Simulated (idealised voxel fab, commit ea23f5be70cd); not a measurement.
The following is a process module called voxel quadruple lines.
We display cut, a cross-section 215 nm in width whose square cells are each 5 nm.
This document writes a cross-section as a grid whose cells are square, and gives it as bands, listed from the top down; one or more rows of cells form a band. Look at the band entry: it leads with the top's height and the bottom's height in nm. Then it lists the materials left to right, with a width in nm for each. The word "full width" on a single material says that material fills the band edge to edge. The word "air" is empty space. Height is counted from the level 0, under which the received wafer is composed throughout of one material. The lowest of the bands is not closed at the bottom but continues downward, in the notation "0 nm and below". The expression "30 to 40" gives the width at the extremes of the band, the first number at its top row of cells and the second at its bottom row, with the width changing by equal amounts from each row to the next in between. The cross-section has no changed cell in any step marked "changes: none". Any empty space of 8 cells or more lacking an open way to the top shows up in "Internal closed voids" as width x height at distance, distance from the left edge, in nm. The remark found on a step's line after its settings is issued by the simulator itself and pertains to that step. overlay nm: for a step with a mask, the amount by which the mask lay right of where it was planned; a negative amount means left of it.

### This section lists the process steps that were planned
step 1: op RECEIVE | material Si
step 2: op CONFORMAL_DEP | material SiO2 | thk nm 5
step 3: op DIRECTIONAL_DEP | material TiN | thk nm 15
step 4: op DIRECTIONAL_DEP | material polySi | thk nm 15
step 5: op DIRECTIONAL_DEP | material aC | thk nm 25
step 6: op PATTERN | tone cover | mask id MANDREL | material resist | width nm 35 | thk nm 35 | overlay nm 0
step 7: op DIRECTIONAL_ETCH | etch materials aC | depth nm 25
step 8: op STRIP | etch materials resist
step 9: op CONFORMAL_DEP | material SiO2 | thk nm 15
step 10: op DIRECTIONAL_ETCH | etch materials SiO2 | depth nm 15
step 11: op STRIP | etch materials aC
step 12: op DIRECTIONAL_ETCH | etch materials polySi | depth nm 15
step 13: op STRIP | etch materials SiO2
step 14: op CONFORMAL_DEP | material SiCN | thk nm 10
step 15: op DIRECTIONAL_ETCH | etch materials SiCN | depth nm 10
step 16: op STRIP | etch materials polySi
step 17: op DIRECTIONAL_ETCH | etch materials TiN | depth nm 15
step 18: op STRIP | etch materials SiCN
step 19: op FILL_DEP | material lowk | thk nm 10
step 20: op CMP | height nm 20

### Wafer at receipt (post step 1), cross-section
0 nm and below: Si full width
Internal closed voids: none

### Cross-sectional image of the first of two wafers at the end of the module, the run having proceeded as planned
20 nm to 5 nm: 65 lowk / 10 TiN / 15 lowk / 10 TiN / 15 lowk / 10 TiN / 15 lowk / 10 TiN / 65 lowk
5 nm to 0 nm: SiO2 full width
0 nm and below: Si full width
Internal closed voids: none

### Presented here is a cross-section of the second of the two wafers as it stood at the end of the module. It was started in the same manner and assigned the same plan as the first wafer; however, one mistake was made in its execution
20 nm to 5 nm: 70 lowk / 10 TiN / 15 lowk / 10 TiN / 10 lowk / 10 TiN / 15 lowk / 10 TiN / 65 lowk
5 nm to 0 nm: SiO2 full width
0 nm and below: Si full width
Internal closed voids: none
Misprocessing identified: step 6 off recipe, ran as op PATTERN | tone cover | mask id MANDREL | material resist | width nm 30 | thk nm 35 | overlay nm 0
Cell counts per material: same on both final wafers. Positions: different.
